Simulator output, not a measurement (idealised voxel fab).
process module | voxel self aligned contacts
cross-section cut | 220 nm wide | cells 5 nm
A cross-section is a grid of square cells, given in bands from the top down. A band is one or more rows of cells.
Each band's line starts with the height of the band's top and of its bottom, in nm. Then come its materials from left to right, each with its width in nm. One material with "throughout" fills the band from edge to edge. "air" is empty space.
Height 0 is the level under which the wafer as received is all one material. The lowest band goes on downwards, as in "0 down".
A width such as "30 to 40" changes by the same amount from each row of cells to the next, from the band's top row to its bottom row.
"no change" after a step means that no cell of the cross-section changed.
closed voids: empty space of 8 cells or more with no open way to the top, each as width x height at its distance from the left edge, in nm
after a step's settings: what the simulator itself notes on the step
overlay nm, on a step with a mask: how far to the right of its planned place the mask lay; to the left if negative
plan
1 op RECEIVE | material Si
2 op CONFORMAL_DEP | material SiO2 | thk nm 5
3 op DIRECTIONAL_DEP | material polySi | thk nm 25
4 op DIRECTIONAL_DEP | material SiN | thk nm 25
5 op PATTERN | tone cover | mask id GATE | material resist | width nm 20 | pitch nm 75 | thk nm 20 | overlay nm 0
6 op DIRECTIONAL_ETCH | etch materials SiN | depth nm 25
7 op DIRECTIONAL_ETCH | etch materials polySi | depth nm 25
8 op STRIP | etch materials resist
9 op CONFORMAL_DEP | material SiN | thk nm 10
10 op DIRECTIONAL_ETCH | etch materials SiN | depth nm 10
11 op FILL_DEP | material SiO2 | thk nm 15
12 op CMP | height nm 60
13 op MASKED_ETCH | tone open | mask id CONTACT | width nm 55 | etch materials SiO2 | depth nm 60 | overlay nm 0
14 op CONFORMAL_DEP | material TiN | thk nm 5
15 op FILL_DEP | material W | thk nm 5
16 op CMP | height nm 60
17 op CONFORMAL_DEP | material SiCN | thk nm 5
varied across the wafers: width nm of step 5. The plan shows the first wafer's value. All wafers start alike
first wafer as received, after step 1
  0 down: Si throughout
  closed voids: none
first wafer at the end, after step 17
  65 to 60: SiCN throughout
  60 to 55: SiO2 80 | TiN 15 | W 25 | TiN 15 | SiO2 85
  55 to 30: SiO2 50 | SiN 40 | TiN 5 | W 25 | TiN 5 | SiN 40 | SiO2 55
  30 to 5: SiO2 50 | SiN 10 | polySi 20 | SiN 10 | TiN 5 | W 25 | TiN 5 | SiN 10 | polySi 20 | SiN 10 | SiO2 55
  5 to 0: SiO2 90 | TiN 35 | SiO2 95
  0 down: Si throughout
  closed voids: none
last wafer at the end
  65 to 60: SiCN throughout
  60 to 55: SiO2 80 | TiN 55 | SiO2 85
  55 to 30: SiO2 40 | SiN 65 | TiN 10 | SiN 65 | SiO2 40
  30 to 5: SiO2 40 | SiN 10 | polySi 45 | SiN 10 | TiN 10 | SiN 10 | polySi 45 | SiN 10 | SiO2 40
  5 to 0: SiO2 105 | TiN 10 | SiO2 105
  0 down: Si throughout
  closed voids: none
each wafer at the end: cells of each material gained (+) or lost (-) since it was received, then its closed voids
width nm 20 | +44 SiCN | +120 SiN | +280 SiO2 | +33 TiN | +55 W | +40 polySi | closed voids: none
width nm 25 | +44 SiCN | +130 SiN | +271 SiO2 | +33 TiN | +44 W | +50 polySi | closed voids: none
width nm 30 | +44 SiCN | +140 SiN | +262 SiO2 | +33 TiN | +33 W | +60 polySi | closed voids: none
width nm 35 | +44 SiCN | +150 SiN | +253 SiO2 | +33 TiN | +22 W | +70 polySi | closed voids: none
width nm 40 | +44 SiCN | +160 SiN | +244 SiO2 | +33 TiN | +11 W | +80 polySi | closed voids: none
width nm 45 | +44 SiCN | +170 SiN | +235 SiO2 | +33 TiN | +90 polySi | closed voids: none
